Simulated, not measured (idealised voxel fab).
Module name: voxel wiring stack (process module)
In the cross-section labelled cut, the width is 260 nm and each square cell is 5 nm.
How to read a cross-section here: the picture is a grid of square cells, written as bands going from the top down, and any band can span one or more rows of cells. In this notation a band is specified by the heights of its top and bottom, in that order and in nm, after which its materials appear from left to right, each paired with its width in nm. The word "everywhere" attached to a single material means that material fills the band from edge to edge; the word "empty" stands for empty space. Note: height 0 marks the level under which the wafer is uniformly one material as received. Lowest band unbounded below, written "0 and below". Width: "30 to 40" (first number = top row, second number = bottom row, same change from row to row of cells). The cross-section has no changed cell in any step marked "nothing altered". You'll see "Entrapped voids" listing empty spaces that have no way open to the top, as long as they're 8 cells or more; the notation is width x height at distance, where the distance is from the left edge, and all of it is in nm. Read whatever lies past the settings on a step's line as the simulator's own remark about the step. What "overlay nm" on a step's line means: if the step has a mask, that mask lay this far to the right of its planned place, or, when the value is negative, to the left.

# Steps planned for the process
1: RECEIVE | material Si
2: CONFORMAL_DEP | material SiO2 | thk nm 10
3: CONFORMAL_DEP | material SiCN | thk nm 5
4: DIRECTIONAL_DEP | material SiO2 | thk nm 15
5: PATTERN | tone open | mask id METAL_1 | material resist | width nm 30 | pitch nm 55 | thk nm 20 | overlay nm 0
6: DIRECTIONAL_ETCH | etch materials SiO2 | depth nm 15
7: DIRECTIONAL_ETCH | etch materials SiCN | depth nm 5
8: STRIP | etch materials resist
9: CONFORMAL_DEP | material TiN | thk nm 5
10: FILL_DEP | material Cu | thk nm 5
11: CMP | height nm 30
12: CONFORMAL_DEP | material SiCN | thk nm 5
13: DIRECTIONAL_DEP | material SiO2 | thk nm 20
14: MASKED_ETCH | tone open | mask id PLUG_1 | width nm 15 | pitch nm 55 | etch materials SiO2 | depth nm 20 | overlay nm 0
15: MASKED_ETCH | tone open | mask id PLUG_1 | width nm 15 | pitch nm 55 | etch materials SiCN | depth nm 5 | overlay nm 0
16: EPI | material Ru | thk nm 10
17: EPI | material Ru | thk nm 10
18: EPI | material Ru | thk nm 5
19: CONFORMAL_DEP | material SiCN | thk nm 5
20: DIRECTIONAL_DEP | material lowk | thk nm 20
21: PATTERN | tone open | mask id METAL_2 | material resist | width nm 30 | pitch nm 55 | thk nm 20 | overlay nm 0
22: DIRECTIONAL_ETCH | etch materials lowk | depth nm 20
23: DIRECTIONAL_ETCH | etch materials SiCN | depth nm 5
24: STRIP | etch materials resist
25: CONFORMAL_DEP | material TiN | thk nm 5
26: FILL_DEP | material Cu | thk nm 10
27: CMP | height nm 80
28: CONFORMAL_DEP | material SiCN | thk nm 5
29: DIRECTIONAL_DEP | material lowk | thk nm 30
30: MASKED_ETCH | tone open | mask id METAL_3_HOLES | width nm 15 | pitch nm 55 | etch materials lowk | depth nm 30 | overlay nm 0
31: MASKED_ETCH | tone open | mask id METAL_3 | width nm 30 | pitch nm 55 | etch materials lowk | depth nm 20 | overlay nm 0
32: MASKED_ETCH | tone open | mask id METAL_3 | width nm 30 | pitch nm 55 | etch materials SiCN | depth nm 5 | overlay nm 0
33: CONFORMAL_DEP | material TiN | thk nm 5
34: FILL_DEP | material Cu | thk nm 5
35: CMP | height nm 115
36: CONFORMAL_DEP | material SiCN | thk nm 5
37: DIRECTIONAL_DEP | material lowk | thk nm 10
38: DIRECTIONAL_DEP | material aC | thk nm 10
39: PATTERN | tone open | mask id PLUG_3 | material resist | width nm 15 | thk nm 25 | overlay nm 0
40: DIRECTIONAL_ETCH | etch materials aC | depth nm 10
41: STRIP | etch materials resist
42: DIRECTIONAL_ETCH | etch materials lowk | depth nm 10
43: DIRECTIONAL_ETCH | etch materials SiCN | depth nm 5
44: STRIP | etch materials aC
45: CONFORMAL_DEP | material TiN | thk nm 5
46: FILL_DEP | material W | thk nm 10
47: CMP | height nm 130
48: CONFORMAL_DEP | material SiN | thk nm 5
49: DIRECTIONAL_DEP | material lowk | thk nm 25
50: MASKED_ETCH | tone open | mask id METAL_4 | width nm 30 | pitch nm 55 | etch materials lowk | depth nm 25 | overlay nm 0
51: MASKED_ETCH | tone open | mask id METAL_4 | width nm 30 | pitch nm 55 | etch materials SiN | depth nm 5 | overlay nm 0
52: CONFORMAL_DEP | material TiN | thk nm 5
53: FILL_DEP | material Cu | thk nm 5
54: CMP | height nm 160
55: EPI | material Ru | thk nm 5
56: FILL_DEP | material SiCN | thk nm 5

# As received (post step 1): cross-section
  0 and below: Si everywhere
  Entrapped voids: none

# Here's the cross-section of the first of our two wafers at the end of the module - it ran as planned
  170 down to 165: SiCN everywhere
  165 down to 160: SiCN=80  Ru=40  SiCN=15  Ru=40  SiCN=85
  160 down to 135: lowk=85  TiN=5  Cu=20  TiN=5  lowk=25  TiN=5  Cu=20  TiN=5  lowk=90
  135 down to 130: SiN=85  TiN=30  SiN=25  TiN=30  SiN=90
  130 down to 120: lowk=85  TiN=5  W=5  TiN=5  lowk=160
  120 down to 115: SiCN=85  TiN=15  SiCN=160
  115 down to 100: lowk=85  TiN=5  Cu=20  TiN=5  lowk=25  TiN=5  Cu=20  TiN=5  lowk=90
  100 down to 95: lowk=85  TiN=5  Cu=5  TiN=20  lowk=25  TiN=5  Cu=5  TiN=20  lowk=90
  95 down to 85: lowk=85  TiN=5  Cu=5  TiN=5  lowk=40  TiN=5  Cu=5  TiN=5  lowk=105
  85 down to 80: SiCN=85  TiN=15  SiCN=40  TiN=15  SiCN=105
  80 down to 60: lowk=85  TiN=5  Cu=20  TiN=5  lowk=25  TiN=5  Cu=20  TiN=5  lowk=90
  60 down to 55: SiCN=85  TiN=30  SiCN=25  TiN=30  SiCN=90
  55 down to 35: SiO2=85  Ru=15  SiO2=40  Ru=15  SiO2=105
  35 down to 30: SiCN=85  Ru=15  SiCN=40  Ru=15  SiCN=105
  30 down to 15: SiO2=85  TiN=5  Cu=20  TiN=5  SiO2=25  TiN=5  Cu=20  TiN=5  SiO2=90
  15 down to 10: SiCN=85  TiN=30  SiCN=25  TiN=30  SiCN=90
  10 down to 0: SiO2 everywhere
  0 and below: Si everywhere
  Entrapped voids: none

# Wafer two (of two), end-of-module cross-section: start = wafer one, plan = wafer one, one run mistake
  170 down to 165: SiCN everywhere
  165 down to 160: SiCN=80  Ru=40  SiCN=15  Ru=40  SiCN=85
  160 down to 135: lowk=85  TiN=5  Cu=20  TiN=5  lowk=25  TiN=5  Cu=20  TiN=5  lowk=90
  135 down to 130: SiN=85  TiN=30  SiN=25  TiN=30  SiN=90
  130 down to 120: lowk=85  TiN=5  W=5  TiN=5  lowk=160
  120 down to 115: SiCN=85  TiN=15  SiCN=160
  115 down to 100: lowk=85  TiN=5  Cu=20  TiN=5  lowk=25  TiN=5  Cu=20  TiN=5  lowk=90
  100 down to 95: lowk=85  TiN=5  Cu=5  TiN=20  lowk=25  TiN=5  Cu=5  TiN=20  lowk=90
  95 down to 85: lowk=85  TiN=5  Cu=5  TiN=5  lowk=40  TiN=5  Cu=5  TiN=5  lowk=105
  85 down to 80: SiCN=85  TiN=15  SiCN=40  TiN=15  SiCN=105
  80 down to 60: lowk=85  TiN=5  Cu=20  TiN=5  lowk=25  TiN=5  Cu=20  TiN=5  lowk=90
  60 down to 55: SiCN=85  TiN=30  SiCN=25  TiN=30  SiCN=90
  55 down to 35: SiO2=85  Ru=15  SiO2=40  Ru=15  SiO2=105
  35 down to 30: SiCN=85  Ru=15  SiCN=40  Ru=15  SiCN=105
  30 down to 25: TiN=90  Cu=20  TiN=35  Cu=20  TiN=95
  25 down to 15: SiO2=85  TiN=5  Cu=20  TiN=5  SiO2=25  TiN=5  Cu=20  TiN=5  SiO2=90
  15 down to 10: SiO2=85  TiN=30  SiO2=25  TiN=30  SiO2=90
  10 down to 0: SiO2 everywhere
  0 and below: Si everywhere
  Entrapped voids: none
Processing error: the plan's step 3 was left out and never carried out
The final cell counts differ between the wafers, with the second having more or fewer of some materials than the first: 40 fewer of SiCN, 40 more of TiN
